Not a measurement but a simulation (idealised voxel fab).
Process module heading - voxel self aligned contacts
It is cross-section cut that appears here, measuring 160 nm in width, its square cells being 5 nm in size.
How to read a cross-section here: the picture is a grid of square cells, written as bands going from the top down, and any band can span one or more rows of cells. Top, bottom (nm), then materials left to right with widths (nm); lone material tagged "edge to edge" fills the whole band edge to edge; "empty" = empty space. Zero point of the height axis is 0; under it, received wafer = one material. Lowest band: continues down indefinitely, "from 0 down". Graded width ("30..40"): value in top row of band = first number; value in bottom row = second number; row-to-row change constant. "same as before" (step): cross-section cells unchanged, all of them. "Enclosed void inventory" lists enclosed empty spaces (at least 8 cells, no open path upward to the top), each as width x height at distance from the left edge, in nm. Whatever follows a step's settings on its line is a remark the simulator itself makes about that step. If you see "overlay nm" on a step's line and that step has a mask, it's telling you how far right of where it was planned the mask ended up; a negative number means it went left instead.

[Intended process steps]
1: RECEIVE: material Si
2: OXIDIZE: depth nm 5
3: DIRECTIONAL_DEP: material polySi, thk nm 25
4: DIRECTIONAL_DEP: material SiN, thk nm 20
5: DIRECTIONAL_DEP: material aC, thk nm 10
6: PATTERN: tone cover, mask id GATE, material resist, width nm 30, pitch nm 75, thk nm 25, overlay nm 0
7: DIRECTIONAL_ETCH: etch materials aC, depth nm 10
8: STRIP: etch materials resist
9: DIRECTIONAL_ETCH: etch materials SiN, depth nm 20
10: DIRECTIONAL_ETCH: etch materials polySi, depth nm 25
11: STRIP: etch materials aC
12: CONFORMAL_DEP: material SiN, thk nm 10
13: DIRECTIONAL_ETCH: etch materials SiN, depth nm 10
14: FILL_DEP: material SiO2, thk nm 15
15: CMP: height nm 50
16: DIRECTIONAL_DEP: material aC, thk nm 15
17: PATTERN: tone open, mask id CONTACT, material resist, width nm 55, thk nm 35, overlay nm 0
18: DIRECTIONAL_ETCH: etch materials aC, depth nm 15
19: STRIP: etch materials resist
20: DIRECTIONAL_ETCH: etch materials SiO2, depth nm 55
21: STRIP: etch materials aC
22: CONFORMAL_DEP: material TiN, thk nm 5
23: FILL_DEP: material Ru, thk nm 10
24: CMP: height nm 50
25: CONFORMAL_DEP: material SiCN, thk nm 5

[The first wafer of two, processed as planned]

[Cross-section of the incoming wafer, state after step 1]
* from 0 down  Si edge to edge
* Enclosed void inventory: none

[The wafer in cross-section once step 2 is complete]
* from 0 to -5  SiO2 edge to edge
* Unchanged below -5.

[The wafer in cross-section once step 3 is complete]
* from 25 to 0  polySi edge to edge
* Unchanged below 0.

[The wafer in cross-section once step 4 is complete]
* from 45 to 25  SiN edge to edge
* Unchanged below 25.

[The wafer in cross-section once step 5 is complete]
* from 55 to 45  aC edge to edge
* Unchanged below 45.

[The wafer in cross-section once step 6 is complete]
* from 80 to 55  empty: 25, resist: 30, empty: 45, resist: 30, empty: 30
* Unchanged below 55.

[The wafer in cross-section once step 7 is complete]
* from 70 to 55  empty: 25, resist: 30, empty: 45, resist: 30, empty: 30
* from 55 to 45  empty: 25, aC: 30, empty: 45, aC: 30, empty: 30
* Unchanged below 45.

[The wafer in cross-section once step 8 is complete]
* from 55 to 45  empty: 25, aC: 30, empty: 45, aC: 30, empty: 30
* Unchanged below 45.

[The wafer in cross-section once step 9 is complete]
* from 55 to 45  empty: 25, aC: 30, empty: 45, aC: 30, empty: 30
* from 45 to 25  empty: 25, SiN: 30, empty: 45, SiN: 30, empty: 30
* Unchanged below 25.

[The wafer in cross-section once step 10 is complete]
* from 55 to 45  empty: 25, aC: 30, empty: 45, aC: 30, empty: 30
* from 45 to 25  empty: 25, SiN: 30, empty: 45, SiN: 30, empty: 30
* from 25 to 0  empty: 25, polySi: 30, empty: 45, polySi: 30, empty: 30
* Unchanged below 0.

[The wafer in cross-section once step 11 is complete]
* from 45 to 25  empty: 25, SiN: 30, empty: 45, SiN: 30, empty: 30
* Unchanged below 25.

[The wafer in cross-section once step 12 is complete]
* from 55 to 25  empty: 15, SiN: 50, empty: 25, SiN: 50, empty: 20
* from 25 to 10  empty: 15, SiN: 10, polySi: 30, SiN: 10, empty: 25, SiN: 10, polySi: 30, SiN: 10, empty: 20
* from 10 to 0  SiN: 25, polySi: 30, SiN: 45, polySi: 30, SiN: 30
* Unchanged below 0.

[The wafer in cross-section once step 13 is complete]
* from 45 to 25  empty: 15, SiN: 50, empty: 25, SiN: 50, empty: 20
* from 25 to 0  empty: 15, SiN: 10, polySi: 30, SiN: 10, empty: 25, SiN: 10, polySi: 30, SiN: 10, empty: 20
* Unchanged below 0.

[The wafer in cross-section once step 14 is complete]
* from 60 to 45  SiO2 edge to edge
* from 45 to 25  SiO2: 15, SiN: 50, SiO2: 25, SiN: 50, SiO2: 20
* from 25 to 0  SiO2: 15, SiN: 10, polySi: 30, SiN: 10, SiO2: 25, SiN: 10, polySi: 30, SiN: 10, SiO2: 20
* Unchanged below 0.

[The wafer in cross-section once step 15 is complete]
* from 50 to 45  SiO2 edge to edge
* Unchanged below 45.

[The wafer in cross-section once step 16 is complete]
* from 65 to 50  aC edge to edge
* Unchanged below 50.

[The wafer in cross-section once step 17 is complete]
* from 100 to 65  resist: 50, empty: 55, resist: 55
* Unchanged below 65.

[The wafer in cross-section once step 18 is complete]
* from 85 to 65  resist: 50, empty: 55, resist: 55
* from 65 to 50  aC: 50, empty: 55, aC: 55
* Unchanged below 50.

[The wafer in cross-section once step 19 is complete]
* from 65 to 50  aC: 50, empty: 55, aC: 55
* Unchanged below 50.

[The wafer in cross-section once step 20 is complete]
* from 65 to 50  aC: 50, empty: 55, aC: 55
* from 50 to 45  SiO2: 50, empty: 55, SiO2: 55
* from 45 to 25  SiO2: 15, SiN: 50, empty: 25, SiN: 50, SiO2: 20
* from 25 to 0  SiO2: 15, SiN: 10, polySi: 30, SiN: 10, empty: 25, SiN: 10, polySi: 30, SiN: 10, SiO2: 20
* from 0 to -5  SiO2: 65, empty: 25, SiO2: 70
* Unchanged below -5.

[The wafer in cross-section once step 21 is complete]
* from 50 to 45  SiO2: 50, empty: 55, SiO2: 55
* Unchanged below 45.

[The wafer in cross-section once step 22 is complete]
* from 55 to 50  TiN: 55, empty: 45, TiN: 60
* from 50 to 45  SiO2: 50, TiN: 20, empty: 15, TiN: 20, SiO2: 55
* from 45 to 25  SiO2: 15, SiN: 50, TiN: 5, empty: 15, TiN: 5, SiN: 50, SiO2: 20
* from 25 to 0  SiO2: 15, SiN: 10, polySi: 30, SiN: 10, TiN: 5, empty: 15, TiN: 5, SiN: 10, polySi: 30, SiN: 10, SiO2: 20
* from 0 to -5  SiO2: 65, TiN: 25, SiO2: 70
* Unchanged below -5.

[The wafer in cross-section once step 23 is complete]
* from 65 to 55  Ru edge to edge
* from 55 to 50  TiN: 55, Ru: 45, TiN: 60
* from 50 to 45  SiO2: 50, TiN: 20, Ru: 15, TiN: 20, SiO2: 55
* from 45 to 25  SiO2: 15, SiN: 50, TiN: 5, Ru: 15, TiN: 5, SiN: 50, SiO2: 20
* from 25 to 0  SiO2: 15, SiN: 10, polySi: 30, SiN: 10, TiN: 5, Ru: 15, TiN: 5, SiN: 10, polySi: 30, SiN: 10, SiO2: 20
* Unchanged below 0.

[The wafer in cross-section once step 24 is complete]
* from 50 to 45  SiO2: 50, TiN: 20, Ru: 15, TiN: 20, SiO2: 55
* Unchanged below 45.

[The wafer in cross-section once step 25 is complete]
* from 55 to 50  SiCN edge to edge
* Unchanged below 50.

[Second wafer, same starting conditions and recipe as the first, one mistake in executing it, nothing differs from the first up to and including step 8]

[Cross-section of the second wafer at the time by which step 9 should have been completed according to the plan]
* from 55 to 45  empty: 25, aC: 30, empty: 45, aC: 30, empty: 30
* from 45 to 35  empty: 25, SiN: 30, empty: 45, SiN: 30, empty: 30
* Unchanged below 35.

Cross-section of the second wafer at the time by which step 10 should have been completed according to the plan: same as before

[Cross-section of the second wafer at the time by which step 11 should have been completed according to the plan]
* from 45 to 35  empty: 25, SiN: 30, empty: 45, SiN: 30, empty: 30
* Unchanged below 35.

[Cross-section of the second wafer at the time by which step 12 should have been completed according to the plan]
* from 55 to 45  empty: 15, SiN: 50, empty: 25, SiN: 50, empty: 20
* from 45 to 25  SiN edge to edge
* Unchanged below 25.

[Cross-section of the second wafer at the time by which step 13 should have been completed according to the plan]
* from 45 to 35  empty: 15, SiN: 50, empty: 25, SiN: 50, empty: 20
* Unchanged below 35.

[Cross-section of the second wafer at the time by which step 14 should have been completed according to the plan]
* from 60 to 45  SiO2 edge to edge
* from 45 to 35  SiO2: 15, SiN: 50, SiO2: 25, SiN: 50, SiO2: 20
* Unchanged below 35.

[Cross-section of the second wafer at the time by which step 15 should have been completed according to the plan]
* from 50 to 45  SiO2 edge to edge
* Unchanged below 45.

[Cross-section of the second wafer at the time by which step 16 should have been completed according to the plan]
* from 65 to 50  aC edge to edge
* Unchanged below 50.

[Cross-section of the second wafer at the time by which step 17 should have been completed according to the plan]
* from 100 to 65  resist: 50, empty: 55, resist: 55
* Unchanged below 65.

[Cross-section of the second wafer at the time by which step 18 should have been completed according to the plan]
* from 85 to 65  resist: 50, empty: 55, resist: 55
* from 65 to 50  aC: 50, empty: 55, aC: 55
* Unchanged below 50.

[Cross-section of the second wafer at the time by which step 19 should have been completed according to the plan]
* from 65 to 50  aC: 50, empty: 55, aC: 55
* Unchanged below 50.

[Cross-section of the second wafer at the time by which step 20 should have been completed according to the plan]
* from 65 to 50  aC: 50, empty: 55, aC: 55
* from 50 to 45  SiO2: 50, empty: 55, SiO2: 55
* from 45 to 35  SiO2: 15, SiN: 50, empty: 25, SiN: 50, SiO2: 20
* Unchanged below 35.

[Cross-section of the second wafer at the time by which step 21 should have been completed according to the plan]
* from 50 to 45  SiO2: 50, empty: 55, SiO2: 55
* Unchanged below 45.

[Cross-section of the second wafer at the time by which step 22 should have been completed according to the plan]
* from 55 to 50  TiN: 55, empty: 45, TiN: 60
* from 50 to 45  SiO2: 50, TiN: 20, empty: 15, TiN: 20, SiO2: 55
* from 45 to 40  SiO2: 15, SiN: 50, TiN: 5, empty: 15, TiN: 5, SiN: 50, SiO2: 20
* from 40 to 35  SiO2: 15, SiN: 50, TiN: 25, SiN: 50, SiO2: 20
* Unchanged below 35.

[Cross-section of the second wafer at the time by which step 23 should have been completed according to the plan]
* from 65 to 55  Ru edge to edge
* from 55 to 50  TiN: 55, Ru: 45, TiN: 60
* from 50 to 45  SiO2: 50, TiN: 20, Ru: 15, TiN: 20, SiO2: 55
* from 45 to 40  SiO2: 15, SiN: 50, TiN: 5, Ru: 15, TiN: 5, SiN: 50, SiO2: 20
* Unchanged below 40.

[Cross-section of the second wafer at the time by which step 24 should have been completed according to the plan]
* from 50 to 45  SiO2: 50, TiN: 20, Ru: 15, TiN: 20, SiO2: 55
* Unchanged below 45.

[Cross-section of the second wafer at the time by which step 25 should have been completed according to the plan]
* from 55 to 50  SiCN edge to edge
* Unchanged below 50.
Misprocessing identified: step 9 did not happen as planned, as run it was DIRECTIONAL_ETCH: etch materials SiN, depth nm 10
Per the end-of-run cell counts, the second wafer holds more or fewer of some materials than the first: 24 fewer of Ru, 16 fewer of SiN, 44 fewer of SiO2, 16 fewer of TiN, 100 more of polySi
